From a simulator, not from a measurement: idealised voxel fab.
You're looking at the process module voxel wiring stack.
The width of the displayed cross-section, cut, is 210 nm; its cells are square, with a size of 5 nm.
Format of a cross-section: grid, square cells. Given as bands. Order: top down. Band: one or more rows of cells.
Basically the band line says how high the top is and how high the bottom is, in nm, and then what's in it from left to right, every material with its width in nm. Empty space shows up as "empty", and if a single material carries "edge to edge" it runs the full band edge to edge.
Basically, 0 is our baseline, since under it the wafer straight out of the box is all one material. The bottom band has no lower end and keeps on going down, so it looks like "0 down".
It should be noted that a width expressed as "30..40" varies in equal increments from row to row of cells within the band, taking the value of the first number at the top row and that of the second number at the bottom row.
"identical to before" (step): cross-section cells unchanged, all of them.
"Unvented voids" lists enclosed empty spaces (at least 8 cells, no open path upward to the top), each as width x height at distance from the left edge, in nm.
Text after the settings on a step's line: the simulator's own remark on that step.
overlay nm, on a step with a mask: how far to the right of its planned place the mask lay; to the left if negative
Steps planned for the process
1. RECEIVE | material Si
2. CONFORMAL_DEP | material SiO2 | thk nm 5
3. CONFORMAL_DEP | material SiCN | thk nm 5
4. DIRECTIONAL_DEP | material SiO2 | thk nm 25
5. MASKED_ETCH | tone open | mask id METAL_1 | width nm 30 | pitch nm 45 | etch materials SiO2 | depth nm 25 | overlay nm 0
6. MASKED_ETCH | tone open | mask id METAL_1 | width nm 30 | pitch nm 45 | etch materials SiCN | depth nm 5 | overlay nm 0
7. CONFORMAL_DEP | material TiN | thk nm 5
8. FILL_DEP | material W | thk nm 10
9. CMP | height nm 40
10. EPI | material Ru | thk nm 5
11. FILL_DEP | material SiCN | thk nm 5
12. DIRECTIONAL_DEP | material SiO2 | thk nm 35
13. DIRECTIONAL_DEP | material aC | thk nm 15
14. PATTERN | tone open | mask id METAL_2_HOLES | material resist | width nm 15 | pitch nm 45 | thk nm 30 | overlay nm 0
15. DIRECTIONAL_ETCH | etch materials aC | depth nm 15
16. STRIP | etch materials resist
17. DIRECTIONAL_ETCH | etch materials SiO2 | depth nm 35
18. STRIP | etch materials aC
19. PATTERN | tone open | mask id METAL_2 | material resist | width nm 30 | pitch nm 45 | thk nm 20 | overlay nm 0
20. DIRECTIONAL_ETCH | etch materials SiO2 | depth nm 20
21. DIRECTIONAL_ETCH | etch materials SiCN | depth nm 5
22. STRIP | etch materials resist
23. CONFORMAL_DEP | material TiN | thk nm 5
24. FILL_DEP | material Cu | thk nm 10
25. CMP | height nm 85
26. CONFORMAL_DEP | material SiCN | thk nm 5
For this document, wafers share an identical start and vary in the step 2 thk nm; the plan quotes the first wafer's value.
Cross-section, first of several wafers, as delivered after step 1
> 0 down: Si edge to edge
> Unvented voids: none
The figure below presents a cross-section of the first of several wafers at the conclusion of the module, following its last step, step 26
> 90 to 85: SiCN edge to edge
> 85 to 70: SiO2 65, then TiN 5, then Cu 20, then TiN 5, then SiO2 15, then TiN 5, then Cu 20, then TiN 5, then SiO2 70
> 70 to 65: SiO2 65, then TiN 5, then Cu 5, then TiN 20, then SiO2 15, then TiN 5, then Cu 5, then TiN 20, then SiO2 70
> 65 to 50: SiO2 65, then TiN 5, then Cu 5, then TiN 5, then SiO2 30, then TiN 5, then Cu 5, then TiN 5, then SiO2 85
> 50 to 45: SiCN 65, then TiN 15, then SiCN 30, then TiN 15, then SiCN 85
> 45 to 40: Ru edge to edge
> 40 to 35: TiN 70, then W 20, then TiN 25, then W 20, then TiN 75
> 35 to 10: SiO2 65, then TiN 5, then W 20, then TiN 5, then SiO2 15, then TiN 5, then W 20, then TiN 5, then SiO2 70
> 10 to 5: SiCN 65, then TiN 30, then SiCN 15, then TiN 30, then SiCN 70
> 5 to 0: SiO2 edge to edge
> 0 down: Si edge to edge
> Unvented voids: none
Sectional view of the last wafer upon completion of the module
> 90 to 85: SiCN edge to edge
> 85 to 70: SiO2 65, then TiN 5, then Cu 20, then TiN 5, then SiO2 15, then TiN 5, then Cu 20, then TiN 5, then SiO2 70
> 70 to 65: SiO2 65, then TiN 5, then Cu 5, then TiN 20, then SiO2 15, then TiN 5, then Cu 5, then TiN 20, then SiO2 70
> 65 to 50: SiO2 65, then TiN 5, then Cu 5, then TiN 5, then SiO2 30, then TiN 5, then Cu 5, then TiN 5, then SiO2 85
> 50 to 45: SiCN 65, then TiN 15, then SiCN 30, then TiN 15, then SiCN 85
> 45 to 40: SiCN 60, then Ru 40, then SiCN 5, then Ru 40, then SiCN 65
> 40 to 30: SiO2 65, then TiN 5, then W 20, then TiN 5, then SiO2 15, then TiN 5, then W 20, then TiN 5, then SiO2 70
> 30 to 25: SiCN 65, then TiN 30, then SiCN 15, then TiN 30, then SiCN 70
> 25 to 0: SiO2 edge to edge
> 0 down: Si edge to edge
> Unvented voids: none
Per wafer (row), end of module: delta in cells per material since receipt, (+) for gained, (-) for lost; closed voids after that
thk nm 5, +32 Cu, +42 Ru, +108 SiCN, +420 SiO2, +106 TiN, +48 W, Unvented voids: none
thk nm 10, +32 Cu, +16 Ru, +134 SiCN, +462 SiO2, +72 TiN, +40 W, Unvented voids: none
thk nm 15, +32 Cu, +16 Ru, +134 SiCN, +474 SiO2, +68 TiN, +32 W, Unvented voids: none
thk nm 20, +32 Cu, +16 Ru, +134 SiCN, +486 SiO2, +64 TiN, +24 W, Unvented voids: none
thk nm 25, +32 Cu, +16 Ru, +134 SiCN, +498 SiO2, +60 TiN, +16 W, Unvented voids: none
